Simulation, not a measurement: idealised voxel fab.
The following is a process module called voxel self aligned contacts.
Displayed cross-section: cut, width of 235 nm, square cells sized 5 nm.
Reading order for cross-sections: top band down to bottom band. Underlying form: a grid of square cells. Band size: one or more rows of cells.
First you get the band's top height and its bottom height, in nm, and then the materials it's made of, left to right, with each width in nm. If you see a single material with "everywhere", that one covers the band edge to edge. "air" is empty space.
Heads up on the height convention: 0 is the point under which the incoming wafer is all one material, and the lowest band has no bottom, it just keeps going down, like "top 0, no bottom".
Width spec "30 to 40" -> top row of cells at first value, bottom row at second value, equal per-row change in between.
A step reported as "nothing altered" is a step in which no cell of the cross-section changed.
"Closed void table" lists enclosed empty spaces (at least 8 cells, no open path upward to the top), each as width x height at distance from the left edge, in nm.
What comes after the settings on a step's line is commentary from the simulator itself on that step.
overlay nm: where the mask lay relative to plan, measured to the right, on steps with a mask; negatives go left.
Process steps foreseen in the plan:
1. op RECEIVE | material Si
2. op OXIDIZE | depth nm 5
3. op DIRECTIONAL_DEP | material polySi | thk nm 25
4. op DIRECTIONAL_DEP | material SiN | thk nm 15
5. op PATTERN | tone cover | mask id GATE | material resist | width nm 30 | pitch nm 65 | thk nm 15 | overlay nm 0
6. op DIRECTIONAL_ETCH | etch materials SiN | depth nm 15
7. op DIRECTIONAL_ETCH | etch materials polySi | depth nm 25
8. op STRIP | etch materials resist
9. op CONFORMAL_DEP | material SiN | thk nm 5
10. op DIRECTIONAL_ETCH | etch materials SiN | depth nm 5
11. op FILL_DEP | material SiO2 | thk nm 15
12. op CMP | height nm 45
13. op DIRECTIONAL_DEP | material aC | thk nm 15
14. op PATTERN | tone open | mask id CONTACT | material resist | width nm 45 | pitch nm 65 | thk nm 30 | overlay nm 0
15. op DIRECTIONAL_ETCH | etch materials aC | depth nm 15
16. op STRIP | etch materials resist
17. op DIRECTIONAL_ETCH | etch materials SiO2 | depth nm 50
18. op STRIP | etch materials aC
19. op CONFORMAL_DEP | material TiN | thk nm 5
20. op FILL_DEP | material Ru | thk nm 10
21. op CMP | height nm 45
22. op CONFORMAL_DEP | material SiCN | thk nm 5
Cross-section: wafer on arrival = after step 1:
  top 0, no bottom: Si everywhere
  Closed void table: none
Post-module cross-section of the first of two wafers (run per plan):
  top 50, bottom 45: SiCN everywhere
  top 45, bottom 40: SiO2: 60; TiN: 15; Ru: 15; TiN: 15; SiO2: 20; TiN: 15; Ru: 15; TiN: 15; SiO2: 65
  top 40, bottom 25: SiO2: 30; SiN: 40; TiN: 5; Ru: 15; TiN: 5; SiN: 40; TiN: 5; Ru: 15; TiN: 5; SiN: 40; SiO2: 35
  top 25, bottom 0: SiO2: 30; SiN: 5; polySi: 30; SiN: 5; TiN: 5; Ru: 15; TiN: 5; SiN: 5; polySi: 30; SiN: 5; TiN: 5; Ru: 15; TiN: 5; SiN: 5; polySi: 30; SiN: 5; SiO2: 35
  top 0, bottom -5: SiO2: 70; TiN: 25; SiO2: 40; TiN: 25; SiO2: 75
  top -5, no bottom: Si everywhere
  Closed void table: none
Second of two wafers, module complete, sectioned: it shares the first wafer's start and plan but was run with one mistake:
  top 50, bottom 45: SiCN everywhere
  top 45, bottom 40: SiO2: 55; TiN: 20; Ru: 15; TiN: 10; SiO2: 20; TiN: 20; Ru: 15; TiN: 10; SiO2: 70
  top 40, bottom 25: SiO2: 30; SiN: 40; TiN: 5; Ru: 15; TiN: 5; SiN: 40; TiN: 5; Ru: 15; TiN: 5; SiN: 40; SiO2: 35
  top 25, bottom 0: SiO2: 30; SiN: 5; polySi: 30; SiN: 5; TiN: 5; Ru: 15; TiN: 5; SiN: 5; polySi: 30; SiN: 5; TiN: 5; Ru: 15; TiN: 5; SiN: 5; polySi: 30; SiN: 5; SiO2: 35
  top 0, bottom -5: SiO2: 70; TiN: 25; SiO2: 40; TiN: 25; SiO2: 75
  top -5, no bottom: Si everywhere
  Closed void table: none
Processing error: step 14 did not use the planned setting and instead ran as op PATTERN | tone open | mask id CONTACT | material resist | width nm 45 | pitch nm 65 | thk nm 30 | overlay nm -5
By the end, you'd get the same cell count for each material on either wafer, but the second wafer puts them somewhere else.
